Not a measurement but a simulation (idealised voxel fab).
The process module that follows is named voxel gate over fins.
Displayed cross-section: cut, width of 230 nm, square cells sized 5 nm.
Cross-section format: a grid of square cells, given as bands from top to bottom; each band is one or more rows of cells. First you get the band's top height and its bottom height, in nm, and then the materials it's made of, left to right, with each width in nm. If you see a single material with "full width", that one covers the band edge to edge. "air" is empty space. All heights in this document are referenced to 0, defined as the level beneath which the wafer, as received, consists entirely of one material. The lowest band is not bounded below; it extends indefinitely downward and is written in the form "0 down". A width given as "30 to 40" starts at the first number in the band's top row and ends at the second number in its bottom row, shifting by an equal amount at every step from row to row. It should be understood that the words "no modification", when stated for a given step, signify that the cross-section underwent no change in any of its cells during that step. You'll see "Sealed voids" listing empty spaces that have no way open to the top, as long as they're 8 cells or more; the notation is width x height at distance, where the distance is from the left edge, and all of it is in nm. Formally, on a step line, whatever follows the settings is a remark that the simulator itself makes on the step. Regarding "overlay nm": on a step with a mask, it is the distance the mask lay to the right of its planned place; a negative value places it to the left.
[Steps in the process plan]
| 1 | RECEIVE | material Si |
| 2 | CONFORMAL_DEP | material SiN | thk nm 5 |
| 3 | PATTERN | tone cover | mask id FINS | material resist | width nm 15 | pitch nm 50 | thk nm 20 | overlay nm 0 |
| 4 | DIRECTIONAL_ETCH | etch materials SiN | depth nm 5 |
| 5 | DIRECTIONAL_ETCH | etch materials Si | depth nm 40 |
| 6 | STRIP | etch materials resist |
| 7 | FILL_DEP | material SiO2 | thk nm 15 |
| 8 | CMP | height nm 5 |
| 9 | PATTERN | tone open | mask id RAIL | material resist | width nm 15 | thk nm 20 | overlay nm 0 |
| 10 | DIRECTIONAL_ETCH | etch materials SiO2 | depth nm 40 |
| 11 | STRIP | etch materials resist |
| 12 | CONFORMAL_DEP | material TiN | thk nm 5 |
| 13 | FILL_DEP | material Ru | thk nm 5 |
| 14 | CMP | height nm 5 |
| 15 | SELECTIVE_ETCH | etch materials W Ru TiN | depth nm 25 |
| 16 | FILL_DEP | material SiO2 | thk nm 5 |
| 17 | CMP | height nm 5 |
| 18 | SELECTIVE_ETCH | etch materials SiO2 | depth nm 15 |
| 19 | STRIP | etch materials SiN |
| 20 | CONFORMAL_DEP | material HfO2 | thk nm 5 |
| 21 | CONFORMAL_DEP | material TiN | thk nm 5 |
| 22 | FILL_DEP | material W | thk nm 10 |
| 23 | CMP | height nm 15 |
| 24 | CONFORMAL_DEP | material SiCN | thk nm 10 |
[First of two wafers - as planned]
[As received (post step 1): cross-section]
	0 down  Si full width
	Sealed voids: none
[Cross-section: wafer state after step 2]
	5 to 0  SiN full width
	below 0: unchanged
[Cross-section: wafer state after step 3]
	25 to 5  55 of air / 15 of resist / 35 of air / 15 of resist / 35 of air / 15 of resist / 60 of air
	below 5: unchanged
[Cross-section: wafer state after step 4]
	25 to 5  55 of air / 15 of resist / 35 of air / 15 of resist / 35 of air / 15 of resist / 60 of air
	5 to 0  55 of air / 15 of SiN / 35 of air / 15 of SiN / 35 of air / 15 of SiN / 60 of air
	below 0: unchanged
[Cross-section: wafer state after step 5]
	25 to 5  55 of air / 15 of resist / 35 of air / 15 of resist / 35 of air / 15 of resist / 60 of air
	5 to 0  55 of air / 15 of SiN / 35 of air / 15 of SiN / 35 of air / 15 of SiN / 60 of air
	0 to -40  55 of air / 15 of Si / 35 of air / 15 of Si / 35 of air / 15 of Si / 60 of air
	below -40: unchanged
[Cross-section: wafer state after step 6]
	5 to 0  55 of air / 15 of SiN / 35 of air / 15 of SiN / 35 of air / 15 of SiN / 60 of air
	below 0: unchanged
[Cross-section: wafer state after step 7]
	20 to 5  SiO2 full width
	5 to 0  55 of SiO2 / 15 of SiN / 35 of SiO2 / 15 of SiN / 35 of SiO2 / 15 of SiN / 60 of SiO2
	0 to -40  55 of SiO2 / 15 of Si / 35 of SiO2 / 15 of Si / 35 of SiO2 / 15 of Si / 60 of SiO2
	below -40: unchanged
[Cross-section: wafer state after step 8]
	5 to 0  55 of SiO2 / 15 of SiN / 35 of SiO2 / 15 of SiN / 35 of SiO2 / 15 of SiN / 60 of SiO2
	below 0: unchanged
[Cross-section: wafer state after step 9]
	25 to 5  80 of resist / 15 of air / 135 of resist
	below 5: unchanged
[Cross-section: wafer state after step 10]
	25 to 5  80 of resist / 15 of air / 135 of resist
	5 to 0  55 of SiO2 / 15 of SiN / 10 of SiO2 / 15 of air / 10 of SiO2 / 15 of SiN / 35 of SiO2 / 15 of SiN / 60 of SiO2
	0 to -35  55 of SiO2 / 15 of Si / 10 of SiO2 / 15 of air / 10 of SiO2 / 15 of Si / 35 of SiO2 / 15 of Si / 60 of SiO2
	below -35: unchanged
[Cross-section: wafer state after step 11]
	5 to 0  55 of SiO2 / 15 of SiN / 10 of SiO2 / 15 of air / 10 of SiO2 / 15 of SiN / 35 of SiO2 / 15 of SiN / 60 of SiO2
	below 0: unchanged
[Cross-section: wafer state after step 12]
	10 to 5  85 of TiN / 5 of air / 140 of TiN
	5 to 0  55 of SiO2 / 15 of SiN / 10 of SiO2 / 5 of TiN / 5 of air / 5 of TiN / 10 of SiO2 / 15 of SiN / 35 of SiO2 / 15 of SiN / 60 of SiO2
	0 to -30  55 of SiO2 / 15 of Si / 10 of SiO2 / 5 of TiN / 5 of air / 5 of TiN / 10 of SiO2 / 15 of Si / 35 of SiO2 / 15 of Si / 60 of SiO2
	-30 to -35  55 of SiO2 / 15 of Si / 10 of SiO2 / 15 of TiN / 10 of SiO2 / 15 of Si / 35 of SiO2 / 15 of Si / 60 of SiO2
	below -35: unchanged
[Cross-section: wafer state after step 13]
	15 to 10  Ru full width
	10 to 5  85 of TiN / 5 of Ru / 140 of TiN
	5 to 0  55 of SiO2 / 15 of SiN / 10 of SiO2 / 5 of TiN / 5 of Ru / 5 of TiN / 10 of SiO2 / 15 of SiN / 35 of SiO2 / 15 of SiN / 60 of SiO2
	0 to -30  55 of SiO2 / 15 of Si / 10 of SiO2 / 5 of TiN / 5 of Ru / 5 of TiN / 10 of SiO2 / 15 of Si / 35 of SiO2 / 15 of Si / 60 of SiO2
	below -30: unchanged
[Cross-section: wafer state after step 14]
	5 to 0  55 of SiO2 / 15 of SiN / 10 of SiO2 / 5 of TiN / 5 of Ru / 5 of TiN / 10 of SiO2 / 15 of SiN / 35 of SiO2 / 15 of SiN / 60 of SiO2
	below 0: unchanged
[Cross-section: wafer state after step 15]
	5 to 0  55 of SiO2 / 15 of SiN / 10 of SiO2 / 15 of air / 10 of SiO2 / 15 of SiN / 35 of SiO2 / 15 of SiN / 60 of SiO2
	0 to -20  55 of SiO2 / 15 of Si / 10 of SiO2 / 15 of air / 10 of SiO2 / 15 of Si / 35 of SiO2 / 15 of Si / 60 of SiO2
	below -20: unchanged
[Cross-section: wafer state after step 16]
	10 to 5  SiO2 full width
	5 to 0  55 of SiO2 / 15 of SiN / 35 of SiO2 / 15 of SiN / 35 of SiO2 / 15 of SiN / 60 of SiO2
	0 to -20  55 of SiO2 / 15 of Si / 35 of SiO2 / 15 of Si / 35 of SiO2 / 15 of Si / 60 of SiO2
	below -20: unchanged
[Cross-section: wafer state after step 17]
	5 to 0  55 of SiO2 / 15 of SiN / 35 of SiO2 / 15 of SiN / 35 of SiO2 / 15 of SiN / 60 of SiO2
	below 0: unchanged
[Cross-section: wafer state after step 18]
	5 to 0  55 of air / 15 of SiN / 35 of air / 15 of SiN / 35 of air / 15 of SiN / 60 of air
	0 to -10  55 of air / 15 of Si / 35 of air / 15 of Si / 35 of air / 15 of Si / 60 of air
	below -10: unchanged
[Cross-section: wafer state after step 19]
	0 to -10  55 of air / 15 of Si / 35 of air / 15 of Si / 35 of air / 15 of Si / 60 of air
	below -10: unchanged
[Cross-section: wafer state after step 20]
	5 to 0  50 of air / 25 of HfO2 / 25 of air / 25 of HfO2 / 25 of air / 25 of HfO2 / 55 of air
	0 to -5  50 of air / 5 of HfO2 / 15 of Si / 5 of HfO2 / 25 of air / 5 of HfO2 / 15 of Si / 5 of HfO2 / 25 of air / 5 of HfO2 / 15 of Si / 5 of HfO2 / 55 of air
	-5 to -10  55 of HfO2 / 15 of Si / 35 of HfO2 / 15 of Si / 35 of HfO2 / 15 of Si / 60 of HfO2
	below -10: unchanged
[Cross-section: wafer state after step 21]
	10 to 5  45 of air / 35 of TiN / 15 of air / 35 of TiN / 15 of air / 35 of TiN / 50 of air
	5 to 0  45 of air / 5 of TiN / 25 of HfO2 / 5 of TiN / 15 of air / 5 of TiN / 25 of HfO2 / 5 of TiN / 15 of air / 5 of TiN / 25 of HfO2 / 5 of TiN / 50 of air
	0 to -5  50 of TiN / 5 of HfO2 / 15 of Si / 5 of HfO2 / 25 of TiN / 5 of HfO2 / 15 of Si / 5 of HfO2 / 25 of TiN / 5 of HfO2 / 15 of Si / 5 of HfO2 / 55 of TiN
	below -5: unchanged
[Cross-section: wafer state after step 22]
	20 to 10  W full width
	10 to 5  45 of W / 35 of TiN / 15 of W / 35 of TiN / 15 of W / 35 of TiN / 50 of W
	5 to 0  45 of W / 5 of TiN / 25 of HfO2 / 5 of TiN / 15 of W / 5 of TiN / 25 of HfO2 / 5 of TiN / 15 of W / 5 of TiN / 25 of HfO2 / 5 of TiN / 50 of W
	below 0: unchanged
[Cross-section: wafer state after step 23]
	15 to 10  W full width
	below 10: unchanged
[Cross-section: wafer state after step 24]
	25 to 15  SiCN full width
	below 15: unchanged
[Companion wafer, the second of two: same beginning, same intended sequence, one mistake in carrying it out; through step 19 inclusive it tracks the first exactly]
Cross-section of the second wafer at the time by which step 20 should have been completed according to the plan: no modification
[Cross-section of the second wafer at the time by which step 21 should have been completed according to the plan]
	5 to 0  50 of air / 25 of TiN / 25 of air / 25 of TiN / 25 of air / 25 of TiN / 55 of air
	0 to -5  50 of air / 5 of TiN / 15 of Si / 5 of TiN / 25 of air / 5 of TiN / 15 of Si / 5 of TiN / 25 of air / 5 of TiN / 15 of Si / 5 of TiN / 55 of air
	-5 to -10  55 of TiN / 15 of Si / 35 of TiN / 15 of Si / 35 of TiN / 15 of Si / 60 of TiN
	below -10: unchanged
[Cross-section of the second wafer at the time by which step 22 should have been completed according to the plan]
	15 to 5  W full width
	5 to 0  50 of W / 25 of TiN / 25 of W / 25 of TiN / 25 of W / 25 of TiN / 55 of W
	0 to -5  50 of W / 5 of TiN / 15 of Si / 5 of TiN / 25 of W / 5 of TiN / 15 of Si / 5 of TiN / 25 of W / 5 of TiN / 15 of Si / 5 of TiN / 55 of W
	below -5: unchanged
Cross-section of the second wafer at the time by which step 23 should have been completed according to the plan: no modification
[Cross-section of the second wafer at the time by which step 24 should have been completed according to the plan]
	25 to 15  SiCN full width
	below 15: unchanged
What was done differently from what was planned? step 20 in the plan did not get run; it was skipped
FYI, end of process, the second wafer has more or fewer cells of some materials than the first: -58 HfO2; +58 W
